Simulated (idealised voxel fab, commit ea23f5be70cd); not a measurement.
The document below concerns the process module designated voxel transistor to metal.
Cross-section cut spans 170 nm and uses square cells 5 nm in size.
In what follows, cross-sections appear as grids of square cells, described through bands that run from the top down, where every band is one or more rows of cells. Band: top and bottom heights (nm) first, top before bottom; then materials from left to right, widths in nm. "throughout" marks a sole material filling the band edge to edge. "empty" denotes empty space. Heads up on the height convention: 0 is the point under which the incoming wafer is all one material, and the lowest band has no bottom, it just keeps going down, like "0 -> down". The width entry "30->40" should be interpreted row by row: the top row of cells in the band takes the first number, the bottom row takes the second number, and the change between adjacent rows is uniform throughout. Basically "no change" means that step didn't change any cell in the cross-section. The entry "Sealed-off cavities" lists the empty spaces that cover at least 8 cells and have no open path to the top. Each is written as width x height at distance, where the distance is measured from the left edge and all three values are in nm. That trailing text on a step's line, after the settings, is the simulator's own remark on the step. "overlay nm" denotes, for a step that has a mask, the displacement of the mask to the right of its planned place, with negative values corresponding to the left.

[The steps planned for the process are as follows]
step 1: RECEIVE,material Si
step 2: OXIDIZE,depth nm 5
step 3: CONFORMAL_DEP,material SiN,thk nm 15
step 4: PATTERN,tone cover,mask id ACTIVE,material resist,width nm 110,thk nm 15,overlay nm 0
step 5: DIRECTIONAL_ETCH,etch materials SiN,depth nm 15
step 6: DIRECTIONAL_ETCH,etch materials SiO2,depth nm 5
step 7: DIRECTIONAL_ETCH,etch materials Si,depth nm 25
step 8: STRIP,etch materials resist
step 9: FILL_DEP,material SiO2,thk nm 15
step 10: CMP,height nm 15
step 11: SELECTIVE_ETCH,etch materials SiO2,depth nm 10
step 12: STRIP,etch materials SiN
step 13: SELECTIVE_ETCH,etch materials SiO2,depth nm 5
step 14: OXIDIZE,depth nm 5
step 15: DIRECTIONAL_DEP,material polySi,thk nm 30
step 16: DIRECTIONAL_DEP,material SiCN,thk nm 10
step 17: MASKED_ETCH,tone cover,mask id GATE,width nm 20,etch materials SiCN,depth nm 20,overlay nm 0
step 18: MASKED_ETCH,tone cover,mask id GATE,width nm 20,etch materials polySi,depth nm 40,overlay nm 0
step 19: CONFORMAL_DEP,material SiO2,thk nm 5
step 20: DIRECTIONAL_ETCH,etch materials SiO2,depth nm 5
step 21: CONFORMAL_DEP,material SiN,thk nm 5
step 22: DIRECTIONAL_ETCH,etch materials SiN,depth nm 5
step 23: DIRECTIONAL_ETCH,etch materials SiO2,depth nm 5
step 24: DIRECTIONAL_ETCH,etch materials Si,depth nm 15
step 25: EPI,material nSi,thk nm 20
step 26: FILL_DEP,material SiO2,thk nm 5
step 27: CMP,height nm 35
step 28: DIRECTIONAL_DEP,material SiO2,thk nm 15
step 29: PATTERN,tone open,mask id CONTACT,material resist,width nm 30,pitch nm 60,thk nm 15,overlay nm 0
step 30: DIRECTIONAL_ETCH,etch materials SiO2,depth nm 40
step 31: STRIP,etch materials resist
step 32: CONFORMAL_DEP,material TiN,thk nm 5
step 33: FILL_DEP,material W,thk nm 10
step 34: CMP,height nm 50
step 35: DIRECTIONAL_DEP,material TiN,thk nm 5
step 36: DIRECTIONAL_DEP,material W,thk nm 15
step 37: PATTERN,tone cover,mask id METAL_1,material resist,width nm 20,pitch nm 70,thk nm 15,overlay nm 0
step 38: DIRECTIONAL_ETCH,etch materials W,depth nm 15
step 39: DIRECTIONAL_ETCH,etch materials TiN,depth nm 5
step 40: STRIP,etch materials resist
step 41: CONFORMAL_DEP,material SiN,thk nm 5
step 42: FILL_DEP,material lowk,thk nm 10
step 43: CMP,height nm 70
step 44: CONFORMAL_DEP,material SiCN,thk nm 5
step 45: DIRECTIONAL_DEP,material lowk,thk nm 25
step 46: DIRECTIONAL_DEP,material aC,thk nm 10
step 47: PATTERN,tone open,mask id METAL_2_HOLES,material resist,width nm 15,pitch nm 70,thk nm 25,overlay nm 0
step 48: DIRECTIONAL_ETCH,etch materials aC,depth nm 10
step 49: STRIP,etch materials resist
step 50: DIRECTIONAL_ETCH,etch materials lowk,depth nm 25
step 51: STRIP,etch materials aC
step 52: MASKED_ETCH,tone open,mask id METAL_2,width nm 20,pitch nm 70,etch materials lowk,depth nm 15,overlay nm 0
step 53: MASKED_ETCH,tone open,mask id METAL_2,width nm 20,pitch nm 70,etch materials SiCN,depth nm 5,overlay nm 0
step 54: CONFORMAL_DEP,material TiN,thk nm 5
step 55: FILL_DEP,material Cu,thk nm 10
step 56: CMP,height nm 100
step 57: CONFORMAL_DEP,material SiCN,thk nm 5

[Cross-sectional view of the wafer in its as-received condition, corresponding to the state after step 1]
* 0 -> down: Si throughout
* Sealed-off cavities: none

[Cross-sectional result after module completion. Note: starting condition and plan are unchanged from above; one processing mistake was made]
* 105 -> 100: SiCN throughout
* 100 -> 90: 40 lowk, 5 TiN, 10 Cu, 5 TiN, 50 lowk, 5 TiN, 10 Cu, 5 TiN, 40 lowk
* 90 -> 85: 40 lowk, 5 TiN, 5 Cu, 10 TiN, 50 lowk, 5 TiN, 5 Cu, 10 TiN, 40 lowk
* 85 -> 75: 40 lowk, 5 TiN, 5 Cu, 5 TiN, 55 lowk, 5 TiN, 5 Cu, 5 TiN, 45 lowk
* 75 -> 70: 40 SiCN, 15 TiN, 55 SiCN, 15 TiN, 45 SiCN
* 70 -> 55: 35 lowk, 5 SiN, 20 W, 5 SiN, 40 lowk, 5 SiN, 20 W, 5 SiN, 35 lowk
* 55 -> 50: 40 SiN, 20 TiN, 50 SiN, 20 TiN, 40 SiN
* 50 -> 40: 40 SiO2, 5 TiN, 20 W, 5 TiN, 30 SiO2, 5 TiN, 20 W, 5 TiN, 40 SiO2
* 40 -> 35: 40 SiO2, 5 TiN, 15 W, 10 TiN, 30 SiO2, 10 TiN, 15 W, 5 TiN, 40 SiO2
* 35 -> 30: 40 SiO2, 5 TiN, 15 W, 5 TiN, 5 SiN, 5 SiO2, 20 SiCN, 5 SiO2, 5 SiN, 5 TiN, 15 W, 5 TiN, 40 SiO2
* 30 -> 25: 25 SiN, 5 SiO2, 5 SiN, 5 SiO2, 25 TiN, 5 SiN, 5 SiO2, 20 SiCN, 5 SiO2, 5 SiN, 25 TiN, 5 SiO2, 5 SiN, 5 SiO2, 25 SiN
* 25 -> 0: SiN throughout
* 0 -> -5: 25 SiO2, 120 SiN, 25 SiO2
* -5 -> -10: SiO2 throughout
* -10 -> -30: 30 SiO2, 110 Si, 30 SiO2
* -30 -> down: Si throughout
* Sealed-off cavities: none
Here's what went sideways: step 15 was not run as planned; what actually ran was DIRECTIONAL_DEP,material SiN,thk nm 30
